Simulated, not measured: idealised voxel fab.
The document below concerns the process module designated voxel trench capacitor.
Cross-section cut: width 275 nm, square cells of 5 nm.
Cross-section, as written here: a square-cell grid given band by band from the top down, where a band holds one or more rows of cells. Heads up on the band format: heights come first, top then bottom, in nm. After that it's the materials left to right, each with its width in nm. A single material flagged "throughout" fills the whole band edge to edge, and "air" means there's empty space there. All heights in this document are referenced to 0, defined as the level beneath which the wafer, as received, consists entirely of one material. The lowest band is not bounded below; it extends indefinitely downward and is written in the form "0 -> down". You'd read "30->40" like this: the band's top row of cells is as wide as the first number, its bottom row is as wide as the second, and going down, every row changes width by the same amount as the row before did. Where a step carries "all unchanged", the cross-section came out of it unchanged, cell for cell. The list in "Sealed internal cavities" covers empty spaces of 8 cells or more that cannot reach the top through any open way, and it gives each as width x height at distance; the distance is from the left edge, and width, height and distance are in nm. Whatever follows a step's settings on its line is a remark the simulator itself makes about that step. If you see "overlay nm" on a step's line and that step has a mask, it's telling you how far right of where it was planned the mask ended up; a negative number means it went left instead. From here on the document is pairs. In a pair, the cross-section before one process step comes with the cross-section after it, and the latter goes no deeper than the lowest band that changed. What lies in between, the step and its settings, is written under the pair. A pair may be from a different run of this module on the same starting wafer than the pair above it, so it continues from that pair only where its entry headed "Preceding state" says so.
Preceding state:
	0 -> down: Si throughout
	Sealed internal cavities: none
Post-Step Snapshot:
	10 -> 0: SiN throughout
	No changes below 0.
	Sealed internal cavities: none
The two cross-sections above are separated by a single process step, namely CONFORMAL_DEP | material SiN | thk nm 10
Preceding state: after-step cross-section of the pair just above applies.
Post-Step Snapshot:
	25 -> 10: 100 of resist / 20 of air / 30 of resist / 20 of air / 105 of resist
	No changes below 10.
	Sealed internal cavities: none
The two cross-sections above are separated by a single process step, namely PATTERN | tone open | mask id TRENCH | material resist | width nm 20 | pitch nm 50 | thk nm 15 | overlay nm 0
Preceding state: after-step cross-section of the pair just above applies.
Post-Step Snapshot:
	25 -> 10: 100 of resist / 20 of air / 30 of resist / 20 of air / 105 of resist
	10 -> 0: 100 of SiN / 20 of air / 30 of SiN / 20 of air / 105 of SiN
	No changes below 0.
	Sealed internal cavities: none
The two cross-sections above are separated by a single process step, namely DIRECTIONAL_ETCH | etch materials SiN | depth nm 10
Preceding state: after-step cross-section of the pair just above applies.
Post-Step Snapshot:
	25 -> 10: 100 of resist / 20 of air / 30 of resist / 20 of air / 105 of resist
	10 -> 0: 100 of SiN / 20 of air / 30 of SiN / 20 of air / 105 of SiN
	0 -> -30: 100 of Si / 20 of air / 30 of Si / 20 of air / 105 of Si
	No changes below -30.
	Sealed internal cavities: none
The two cross-sections above are separated by a single process step, namely DIRECTIONAL_ETCH | etch materials Si | depth nm 30
Preceding state: after-step cross-section of the pair just above applies.
Post-Step Snapshot:
	10 -> 0: 100 of SiN / 20 of air / 30 of SiN / 20 of air / 105 of SiN
	No changes below 0.
	Sealed internal cavities: none
The two cross-sections above are separated by a single process step, namely STRIP | etch materials resist
Preceding state: after-step cross-section of the pair just above applies.
Post-Step Snapshot:
	15 -> 10: 105 of Al2O3 / 10 of air / 40 of Al2O3 / 10 of air / 110 of Al2O3
	10 -> 0: 100 of SiN / 5 of Al2O3 / 10 of air / 5 of Al2O3 / 30 of SiN / 5 of Al2O3 / 10 of air / 5 of Al2O3 / 105 of SiN
	0 -> -25: 100 of Si / 5 of Al2O3 / 10 of air / 5 of Al2O3 / 30 of Si / 5 of Al2O3 / 10 of air / 5 of Al2O3 / 105 of Si
	-25 -> -30: 100 of Si / 20 of Al2O3 / 30 of Si / 20 of Al2O3 / 105 of Si
	No changes below -30.
	Sealed internal cavities: none
The two cross-sections above are separated by a single process step, namely CONFORMAL_DEP | material Al2O3 | thk nm 5
Preceding state: after-step cross-section of the pair just above applies.
Post-Step Snapshot:
	25 -> 15: polySi throughout
	15 -> 10: 105 of Al2O3 / 10 of polySi / 40 of Al2O3 / 10 of polySi / 110 of Al2O3
	10 -> 0: 100 of SiN / 5 of Al2O3 / 10 of polySi / 5 of Al2O3 / 30 of SiN / 5 of Al2O3 / 10 of polySi / 5 of Al2O3 / 105 of SiN
	0 -> -25: 100 of Si / 5 of Al2O3 / 10 of polySi / 5 of Al2O3 / 30 of Si / 5 of Al2O3 / 10 of polySi / 5 of Al2O3 / 105 of Si
	No changes below -25.
	Sealed internal cavities: none
The two cross-sections above are separated by a single process step, namely FILL_DEP | material polySi | thk nm 10
Preceding state: after-step cross-section of the pair just above applies.
Post-Step Snapshot:
	10 -> 0: 100 of SiN / 5 of Al2O3 / 10 of polySi / 5 of Al2O3 / 30 of SiN / 5 of Al2O3 / 10 of polySi / 5 of Al2O3 / 105 of SiN
	No changes below 0.
	Sealed internal cavities: none
The two cross-sections above are separated by a single process step, namely CMP | height nm 10
Preceding state:
	25 -> 10: 100 of resist / 20 of air / 30 of resist / 20 of air / 105 of resist
	10 -> 0: 100 of SiN / 20 of air / 30 of SiN / 20 of air / 105 of SiN
	0 -> -30: 100 of Si / 20 of air / 30 of Si / 20 of air / 105 of Si
	-30 -> down: Si throughout
	Sealed internal cavities: none
Post-Step Snapshot:
	25 -> 10: 100 of resist / 20 of air / 30 of resist / 20 of air / 105 of resist
	10 -> 0: 100 of SiN / 20 of air / 30 of SiN / 20 of air / 105 of SiN
	0 -> -60: 100 of Si / 20 of air / 30 of Si / 20 of air / 105 of Si
	No changes below -60.
	Sealed internal cavities: none
The two cross-sections above are separated by a single process step, namely DIRECTIONAL_ETCH | etch materials Si | depth nm 30
Preceding state: after-step cross-section of the pair just above applies.
Post-Step Snapshot:
	10 -> 0: 100 of SiN / 20 of air / 30 of SiN / 20 of air / 105 of SiN
	No changes below 0.
	Sealed internal cavities: none
The two cross-sections above are separated by a single process step, namely STRIP | etch materials resist
Preceding state: after-step cross-section of the pair just above applies.
Post-Step Snapshot:
	15 -> 10: 105 of Al2O3 / 10 of air / 40 of Al2O3 / 10 of air / 110 of Al2O3
	10 -> 0: 100 of SiN / 5 of Al2O3 / 10 of air / 5 of Al2O3 / 30 of SiN / 5 of Al2O3 / 10 of air / 5 of Al2O3 / 105 of SiN
	0 -> -55: 100 of Si / 5 of Al2O3 / 10 of air / 5 of Al2O3 / 30 of Si / 5 of Al2O3 / 10 of air / 5 of Al2O3 / 105 of Si
	-55 -> -60: 100 of Si / 20 of Al2O3 / 30 of Si / 20 of Al2O3 / 105 of Si
	No changes below -60.
	Sealed internal cavities: none
The two cross-sections above are separated by a single process step, namely CONFORMAL_DEP | material Al2O3 | thk nm 5
Preceding state: after-step cross-section of the pair just above applies.
Post-Step Snapshot:
	25 -> 15: polySi throughout
	15 -> 10: 105 of Al2O3 / 10 of polySi / 40 of Al2O3 / 10 of polySi / 110 of Al2O3
	10 -> 0: 100 of SiN / 5 of Al2O3 / 10 of polySi / 5 of Al2O3 / 30 of SiN / 5 of Al2O3 / 10 of polySi / 5 of Al2O3 / 105 of SiN
	0 -> -55: 100 of Si / 5 of Al2O3 / 10 of polySi / 5 of Al2O3 / 30 of Si / 5 of Al2O3 / 10 of polySi / 5 of Al2O3 / 105 of Si
	No changes below -55.
	Sealed internal cavities: none
The two cross-sections above are separated by a single process step, namely FILL_DEP | material polySi | thk nm 10
Preceding state: after-step cross-section of the pair just above applies.
Post-Step Snapshot:
	10 -> 0: 100 of SiN / 5 of Al2O3 / 10 of polySi / 5 of Al2O3 / 30 of SiN / 5 of Al2O3 / 10 of polySi / 5 of Al2O3 / 105 of SiN
	No changes below 0.
	Sealed internal cavities: none
The two cross-sections above are separated by a single process step, namely CMP | height nm 10
Preceding state:
	25 -> 10: 100 of resist / 20 of air / 30 of resist / 20 of air / 105 of resist
	10 -> 0: 100 of SiN / 20 of air / 30 of SiN / 20 of air / 105 of SiN
	0 -> down: Si throughout
	Sealed internal cavities: none
Post-Step Snapshot:
	10 -> 0: 100 of SiN / 20 of air / 30 of SiN / 20 of air / 105 of SiN
	No changes below 0.
	Sealed internal cavities: none
The two cross-sections above are separated by a single process step, namely STRIP | etch materials resist
Preceding state: after-step cross-section of the pair just above applies.
Post-Step Snapshot:
	10 -> 0: 100 of SiN / 20 of air / 30 of SiN / 20 of air / 105 of SiN
	0 -> -30: 100 of Si / 20 of air / 30 of Si / 20 of air / 105 of Si
	No changes below -30.
	Sealed internal cavities: none
The two cross-sections above are separated by a single process step, namely DIRECTIONAL_ETCH | etch materials Si | depth nm 30
Preceding state:
	25 -> 15: polySi throughout
	15 -> 10: 105 of Al2O3 / 10 of polySi / 40 of Al2O3 / 10 of polySi / 110 of Al2O3
	10 -> 0: 100 of SiN / 5 of Al2O3 / 10 of polySi / 5 of Al2O3 / 30 of SiN / 5 of Al2O3 / 10 of polySi / 5 of Al2O3 / 105 of SiN
	0 -> -25: 100 of Si / 5 of Al2O3 / 10 of polySi / 5 of Al2O3 / 30 of Si / 5 of Al2O3 / 10 of polySi / 5 of Al2O3 / 105 of Si
	-25 -> -30: 100 of Si / 20 of Al2O3 / 30 of Si / 20 of Al2O3 / 105 of Si
	-30 -> down: Si throughout
	Sealed internal cavities: none
Post-Step Snapshot:
	20 -> 15: polySi throughout
	No changes below 15.
	Sealed internal cavities: none
The two cross-sections above are separated by a single process step, namely CMP | height nm 20
Preceding state:
	10 -> 0: SiN throughout
	0 -> down: Si throughout
	Sealed internal cavities: none
Post-Step Snapshot:
	25 -> 10: 105 of resist / 15 of air / 35 of resist / 15 of air / 105 of resist
	No changes below 10.
	Sealed internal cavities: none
The two cross-sections above are separated by a single process step, namely PATTERN | tone open | mask id TRENCH | material resist | width nm 15 | pitch nm 50 | thk nm 15 | overlay nm 0
Preceding state: after-step cross-section of the pair just above applies.
Post-Step Snapshot:
	25 -> 10: 105 of resist / 15 of air / 35 of resist / 15 of air / 105 of resist
	10 -> 0: 105 of SiN / 15 of air / 35 of SiN / 15 of air / 105 of SiN
	No changes below 0.
	Sealed internal cavities: none
The two cross-sections above are separated by a single process step, namely DIRECTIONAL_ETCH | etch materials SiN | depth nm 10
Preceding state: after-step cross-section of the pair just above applies.
Post-Step Snapshot:
	25 -> 10: 105 of resist / 15 of air / 35 of resist / 15 of air / 105 of resist
	10 -> 0: 105 of SiN / 15 of air / 35 of SiN / 15 of air / 105 of SiN
	0 -> -30: 105 of Si / 15 of air / 35 of Si / 15 of air / 105 of Si
	No changes below -30.
	Sealed internal cavities: none
The two cross-sections above are separated by a single process step, namely DIRECTIONAL_ETCH | etch materials Si | depth nm 30
Preceding state: after-step cross-section of the pair just above applies.
Post-Step Snapshot:
	10 -> 0: 105 of SiN / 15 of air / 35 of SiN / 15 of air / 105 of SiN
	No changes below 0.
	Sealed internal cavities: none
The two cross-sections above are separated by a single process step, namely STRIP | etch materials resist
Preceding state: after-step cross-section of the pair just above applies.
Post-Step Snapshot:
	15 -> 10: 110 of Al2O3 / 5 of air / 45 of Al2O3 / 5 of air / 110 of Al2O3
	10 -> 0: 105 of SiN / 5 of Al2O3 / 5 of air / 5 of Al2O3 / 35 of SiN / 5 of Al2O3 / 5 of air / 5 of Al2O3 / 105 of SiN
	0 -> -25: 105 of Si / 5 of Al2O3 / 5 of air / 5 of Al2O3 / 35 of Si / 5 of Al2O3 / 5 of air / 5 of Al2O3 / 105 of Si
	-25 -> -30: 105 of Si / 15 of Al2O3 / 35 of Si / 15 of Al2O3 / 105 of Si
	No changes below -30.
	Sealed internal cavities: none
The two cross-sections above are separated by a single process step, namely CONFORMAL_DEP | material Al2O3 | thk nm 5
Preceding state: after-step cross-section of the pair just above applies.
Post-Step Snapshot:
	25 -> 15: polySi throughout
	15 -> 10: 110 of Al2O3 / 5 of polySi / 45 of Al2O3 / 5 of polySi / 110 of Al2O3
	10 -> 0: 105 of SiN / 5 of Al2O3 / 5 of polySi / 5 of Al2O3 / 35 of SiN / 5 of Al2O3 / 5 of polySi / 5 of Al2O3 / 105 of SiN
	0 -> -25: 105 of Si / 5 of Al2O3 / 5 of polySi / 5 of Al2O3 / 35 of Si / 5 of Al2O3 / 5 of polySi / 5 of Al2O3 / 105 of Si
	No changes below -25.
	Sealed internal cavities: none
The two cross-sections above are separated by a single process step, namely FILL_DEP | material polySi | thk nm 10
Preceding state: after-step cross-section of the pair just above applies.
Post-Step Snapshot:
	10 -> 0: 105 of SiN / 5 of Al2O3 / 5 of polySi / 5 of Al2O3 / 35 of SiN / 5 of Al2O3 / 5 of polySi / 5 of Al2O3 / 105 of SiN
	No changes below 0.
	Sealed internal cavities: none
The two cross-sections above are separated by a single process step, namely CMP | height nm 10
Preceding state:
	10 -> 0: SiN throughout
	0 -> down: Si throughout
	Sealed internal cavities: none
Post-Step Snapshot:
	25 -> 10: 95 of resist / 20 of air / 30 of resist / 20 of air / 110 of resist
	No changes below 10.
	Sealed internal cavities: none
The two cross-sections above are separated by a single process step, namely PATTERN | tone open | mask id TRENCH | material resist | width nm 20 | pitch nm 50 | thk nm 15 | overlay nm -5
Preceding state: after-step cross-section of the pair just above applies.
Post-Step Snapshot:
	25 -> 10: 95 of resist / 20 of air / 30 of resist / 20 of air / 110 of resist
	10 -> 0: 95 of SiN / 20 of air / 30 of SiN / 20 of air / 110 of SiN
	No changes below 0.
	Sealed internal cavities: none
The two cross-sections above are separated by a single process step, namely DIRECTIONAL_ETCH | etch materials SiN | depth nm 10
Preceding state: after-step cross-section of the pair just above applies.
Post-Step Snapshot:
	25 -> 10: 95 of resist / 20 of air / 30 of resist / 20 of air / 110 of resist
	10 -> 0: 95 of SiN / 20 of air / 30 of SiN / 20 of air / 110 of SiN
	0 -> -30: 95 of Si / 20 of air / 30 of Si / 20 of air / 110 of Si
	No changes below -30.
	Sealed internal cavities: none
The two cross-sections above are separated by a single process step, namely DIRECTIONAL_ETCH | etch materials Si | depth nm 30
Preceding state: after-step cross-section of the pair just above applies.
Post-Step Snapshot:
	10 -> 0: 95 of SiN / 20 of air / 30 of SiN / 20 of air / 110 of SiN
	No changes below 0.
	Sealed internal cavities: none
The two cross-sections above are separated by a single process step, namely STRIP | etch materials resist
Preceding state: after-step cross-section of the pair just above applies.
Post-Step Snapshot:
	15 -> 10: 100 of Al2O3 / 10 of air / 40 of Al2O3 / 10 of air / 115 of Al2O3
	10 -> 0: 95 of SiN / 5 of Al2O3 / 10 of air / 5 of Al2O3 / 30 of SiN / 5 of Al2O3 / 10 of air / 5 of Al2O3 / 110 of SiN
	0 -> -25: 95 of Si / 5 of Al2O3 / 10 of air / 5 of Al2O3 / 30 of Si / 5 of Al2O3 / 10 of air / 5 of Al2O3 / 110 of Si
	-25 -> -30: 95 of Si / 20 of Al2O3 / 30 of Si / 20 of Al2O3 / 110 of Si
	No changes below -30.
	Sealed internal cavities: none
The two cross-sections above are separated by a single process step, namely CONFORMAL_DEP | material Al2O3 | thk nm 5
Preceding state: after-step cross-section of the pair just above applies.
Post-Step Snapshot:
	25 -> 15: polySi throughout
	15 -> 10: 100 of Al2O3 / 10 of polySi / 40 of Al2O3 / 10 of polySi / 115 of Al2O3
	10 -> 0: 95 of SiN / 5 of Al2O3 / 10 of polySi / 5 of Al2O3 / 30 of SiN / 5 of Al2O3 / 10 of polySi / 5 of Al2O3 / 110 of SiN
	0 -> -25: 95 of Si / 5 of Al2O3 / 10 of polySi / 5 of Al2O3 / 30 of Si / 5 of Al2O3 / 10 of polySi / 5 of Al2O3 / 110 of Si
	No changes below -25.
	Sealed internal cavities: none
The two cross-sections above are separated by a single process step, namely FILL_DEP | material polySi | thk nm 10
Preceding state: after-step cross-section of the pair just above applies.
Post-Step Snapshot:
	10 -> 0: 95 of SiN / 5 of Al2O3 / 10 of polySi / 5 of Al2O3 / 30 of SiN / 5 of Al2O3 / 10 of polySi / 5 of Al2O3 / 110 of SiN
	No changes below 0.
	Sealed internal cavities: none
The two cross-sections above are separated by a single process step, namely CMP | height nm 10
Preceding state:
	10 -> 0: 100 of SiN / 20 of air / 30 of SiN / 20 of air / 105 of SiN
	0 -> -30: 100 of Si / 20 of air / 30 of Si / 20 of air / 105 of Si
	-30 -> down: Si throughout
	Sealed internal cavities: none
Post-Step Snapshot:
	15 -> 0: 105 of SiN / 10 of air / 40 of SiN / 10 of air / 110 of SiN
	0 -> -25: 100 of Si / 5 of SiN / 10 of air / 5 of SiN / 30 of Si / 5 of SiN / 10 of air / 5 of SiN / 105 of Si
	-25 -> -30: 100 of Si / 20 of SiN / 30 of Si / 20 of SiN / 105 of Si
	No changes below -30.
	Sealed internal cavities: none
The two cross-sections above are separated by a single process step, namely CONFORMAL_DEP | material SiN | thk nm 5
Preceding state: after-step cross-section of the pair just above applies.
Post-Step Snapshot:
	25 -> 15: polySi throughout
	15 -> 0: 105 of SiN / 10 of polySi / 40 of SiN / 10 of polySi / 110 of SiN
	0 -> -25: 100 of Si / 5 of SiN / 10 of polySi / 5 of SiN / 30 of Si / 5 of SiN / 10 of polySi / 5 of SiN / 105 of Si
	No changes below -25.
	Sealed internal cavities: none
The two cross-sections above are separated by a single process step, namely FILL_DEP | material polySi | thk nm 10
Preceding state: after-step cross-section of the pair just above applies.
Post-Step Snapshot:
	10 -> 0: 105 of SiN / 10 of polySi / 40 of SiN / 10 of polySi / 110 of SiN
	No changes below 0.
	Sealed internal cavities: none
The two cross-sections above are separated by a single process step, namely CMP | height nm 10
Preceding state:
	10 -> 0: SiN throughout
	0 -> down: Si throughout
	Sealed internal cavities: none
Post-Step Snapshot:
	25 -> 10: 100 of air / 20 of resist / 30 of air / 20 of resist / 105 of air
	No changes below 10.
	Sealed internal cavities: none
The two cross-sections above are separated by a single process step, namely PATTERN | tone cover | mask id TRENCH | material resist | width nm 20 | pitch nm 50 | thk nm 15 | overlay nm 0
Preceding state: after-step cross-section of the pair just above applies.
Post-Step Snapshot:
	25 -> 10: 100 of air / 20 of resist / 30 of air / 20 of resist / 105 of air
	10 -> 0: 100 of air / 20 of SiN / 30 of air / 20 of SiN / 105 of air
	No changes below 0.
	Sealed internal cavities: none
The two cross-sections above are separated by a single process step, namely DIRECTIONAL_ETCH | etch materials SiN | depth nm 10
Preceding state: after-step cross-section of the pair just above applies.
Post-Step Snapshot:
	25 -> 10: 100 of air / 20 of resist / 30 of air / 20 of resist / 105 of air
	10 -> 0: 100 of air / 20 of SiN / 30 of air / 20 of SiN / 105 of air
	0 -> -30: 100 of air / 20 of Si / 30 of air / 20 of Si / 105 of air
	No changes below -30.
	Sealed internal cavities: none
The two cross-sections above are separated by a single process step, namely DIRECTIONAL_ETCH | etch materials Si | depth nm 30
Preceding state: after-step cross-section of the pair just above applies.
Post-Step Snapshot:
	10 -> 0: 100 of air / 20 of SiN / 30 of air / 20 of SiN / 105 of air
	No changes below 0.
	Sealed internal cavities: none
The two cross-sections above are separated by a single process step, namely STRIP | etch materials resist
Preceding state: after-step cross-section of the pair just above applies.
Post-Step Snapshot:
	15 -> 10: 95 of air / 30 of Al2O3 / 20 of air / 30 of Al2O3 / 100 of air
	10 -> 0: 95 of air / 5 of Al2O3 / 20 of SiN / 5 of Al2O3 / 20 of air / 5 of Al2O3 / 20 of SiN / 5 of Al2O3 / 100 of air
	0 -> -25: 95 of air / 5 of Al2O3 / 20 of Si / 5 of Al2O3 / 20 of air / 5 of Al2O3 / 20 of Si / 5 of Al2O3 / 100 of air
	-25 -> -30: 100 of Al2O3 / 20 of Si / 30 of Al2O3 / 20 of Si / 105 of Al2O3
	No changes below -30.
	Sealed internal cavities: none
The two cross-sections above are separated by a single process step, namely CONFORMAL_DEP | material Al2O3 | thk nm 5
Preceding state: after-step cross-section of the pair just above applies.
Post-Step Snapshot:
	25 -> 15: polySi throughout
	15 -> 10: 95 of polySi / 30 of Al2O3 / 20 of polySi / 30 of Al2O3 / 100 of polySi
	10 -> 0: 95 of polySi / 5 of Al2O3 / 20 of SiN / 5 of Al2O3 / 20 of polySi / 5 of Al2O3 / 20 of SiN / 5 of Al2O3 / 100 of polySi
	0 -> -25: 95 of polySi / 5 of Al2O3 / 20 of Si / 5 of Al2O3 / 20 of polySi / 5 of Al2O3 / 20 of Si / 5 of Al2O3 / 100 of polySi
	No changes below -25.
	Sealed internal cavities: none
The two cross-sections above are separated by a single process step, namely FILL_DEP | material polySi | thk nm 10
Preceding state: after-step cross-section of the pair just above applies.
Post-Step Snapshot:
	10 -> 0: 95 of polySi / 5 of Al2O3 / 20 of SiN / 5 of Al2O3 / 20 of polySi / 5 of Al2O3 / 20 of SiN / 5 of Al2O3 / 100 of polySi
	No changes below 0.
	Sealed internal cavities: none
The two cross-sections above are separated by a single process step, namely CMP | height nm 10
